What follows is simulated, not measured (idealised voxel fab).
process module | voxel wiring stack
The cross-section on display is named cut; it measures 290 nm wide, and its cells are 5 nm squares.
Each cross-section below is a grid of square cells, stated as bands in top-down order, with one or more rows of cells making up each band.
Top, bottom (nm), then materials left to right with widths (nm); lone material tagged "full width" fills the whole band edge to edge; "blank" = empty space.
Counting heights begins at 0, where everything beneath is, in the wafer as received, one material. The lowest band has no bottom; it goes on downwards, as "0 nm and below" shows.
Top row gets the first number, bottom row gets the second, and each row in between changes by the same step: that is how a band width like "30 to 40" works.
Given "no modification" for a step, no cell of the cross-section differs between before and after that step.
Entry "Sealed internal cavities". Content: empty spaces with no open connection to the top, size 8 cells or greater. Each: width x height at distance. Distance: from left edge. Unit: nm.
Where a step's line continues beyond its settings, the continuation is a remark by the simulator itself on that step.
Regarding "overlay nm": on a step with a mask, it is the distance the mask lay to the right of its planned place; a negative value places it to the left.
# These are the steps we planned for the process
step 1: RECEIVE [material Si]
step 2: CONFORMAL_DEP [material SiO2] [thk nm 10]
step 3: CONFORMAL_DEP [material SiCN] [thk nm 5]
step 4: DIRECTIONAL_DEP [material lowk] [thk nm 15]
step 5: MASKED_ETCH [tone open] [mask id METAL_1] [width nm 25] [pitch nm 50] [etch materials lowk] [depth nm 15] [overlay nm 0]
step 6: MASKED_ETCH [tone open] [mask id METAL_1] [width nm 25] [pitch nm 50] [etch materials SiCN] [depth nm 5] [overlay nm 0]
step 7: CONFORMAL_DEP [material TiN] [thk nm 5]
step 8: FILL_DEP [material Ru] [thk nm 5]
step 9: CMP [height nm 30]
step 10: CONFORMAL_DEP [material SiCN] [thk nm 5]
step 11: DIRECTIONAL_DEP [material SiO2] [thk nm 20]
step 12: PATTERN [tone open] [mask id PLUG_1] [material resist] [width nm 15] [pitch nm 50] [thk nm 15] [overlay nm 0]
step 13: DIRECTIONAL_ETCH [etch materials SiO2] [depth nm 20]
step 14: DIRECTIONAL_ETCH [etch materials SiCN] [depth nm 5]
step 15: STRIP [etch materials resist]
step 16: CONFORMAL_DEP [material TiN] [thk nm 5]
step 17: FILL_DEP [material W] [thk nm 5]
step 18: CMP [height nm 55]
step 19: CONFORMAL_DEP [material SiCN] [thk nm 5]
step 20: DIRECTIONAL_DEP [material SiO2] [thk nm 20]
step 21: PATTERN [tone open] [mask id METAL_2] [material resist] [width nm 25] [pitch nm 50] [thk nm 15] [overlay nm 0]
step 22: DIRECTIONAL_ETCH [etch materials SiO2] [depth nm 20]
step 23: DIRECTIONAL_ETCH [etch materials SiCN] [depth nm 5]
step 24: STRIP [etch materials resist]
step 25: CONFORMAL_DEP [material TiN] [thk nm 5]
step 26: FILL_DEP [material Cu] [thk nm 5]
step 27: CMP [height nm 80]
step 28: CONFORMAL_DEP [material SiCN] [thk nm 5]
# Cross-section of the wafer upon arrival, representing the state reached after step 1
	0 nm and below  Si full width
	Sealed internal cavities: none
# Run as planned - first of the two wafers cross-sectioned at the end of the module
	85 nm to 80 nm  SiCN full width
	80 nm to 60 nm  SiO2 (105) | TiN (5) | Cu (15) | TiN (5) | SiO2 (25) | TiN (5) | Cu (15) | TiN (5) | SiO2 (110)
	60 nm to 55 nm  SiCN (105) | TiN (25) | SiCN (25) | TiN (25) | SiCN (110)
	55 nm to 35 nm  SiO2 (105) | TiN (5) | W (5) | TiN (5) | SiO2 (35) | TiN (5) | W (5) | TiN (5) | SiO2 (120)
	35 nm to 30 nm  SiCN (105) | TiN (15) | SiCN (35) | TiN (15) | SiCN (120)
	30 nm to 15 nm  lowk (105) | TiN (5) | Ru (15) | TiN (5) | lowk (25) | TiN (5) | Ru (15) | TiN (5) | lowk (110)
	15 nm to 10 nm  SiCN (105) | TiN (25) | SiCN (25) | TiN (25) | SiCN (110)
	10 nm to 0 nm  SiO2 full width
	0 nm and below  Si full width
	Sealed internal cavities: none
# Second wafer through the module, sectioned at the end: same beginning and same plan as the first wafer, with one mistake in carrying it out
	85 nm to 80 nm  SiCN full width
	80 nm to 60 nm  SiO2 (105) | TiN (5) | Cu (15) | TiN (5) | SiO2 (25) | TiN (5) | Cu (15) | TiN (5) | SiO2 (110)
	60 nm to 55 nm  SiCN (105) | TiN (25) | SiCN (25) | TiN (25) | SiCN (110)
	55 nm to 35 nm  SiO2 (105) | TiN (5) | W (5) | TiN (5) | SiO2 (35) | TiN (5) | W (5) | TiN (5) | SiO2 (120)
	35 nm to 25 nm  SiCN (105) | TiN (15 to 25) | SiCN (35 to 25) | TiN (15 to 25) | SiCN (120 to 110)
	25 nm to 10 nm  lowk full width
	10 nm to 0 nm  SiO2 full width
	0 nm and below  Si full width
	Sealed internal cavities: none
Plan not followed: steps 3 and 4 got flipped, so each one ran where the other should have
Per the end-of-run cell counts, the second wafer holds more or fewer of some materials than the first: Ru: 18 fewer | TiN: 12 fewer | lowk: 30 more
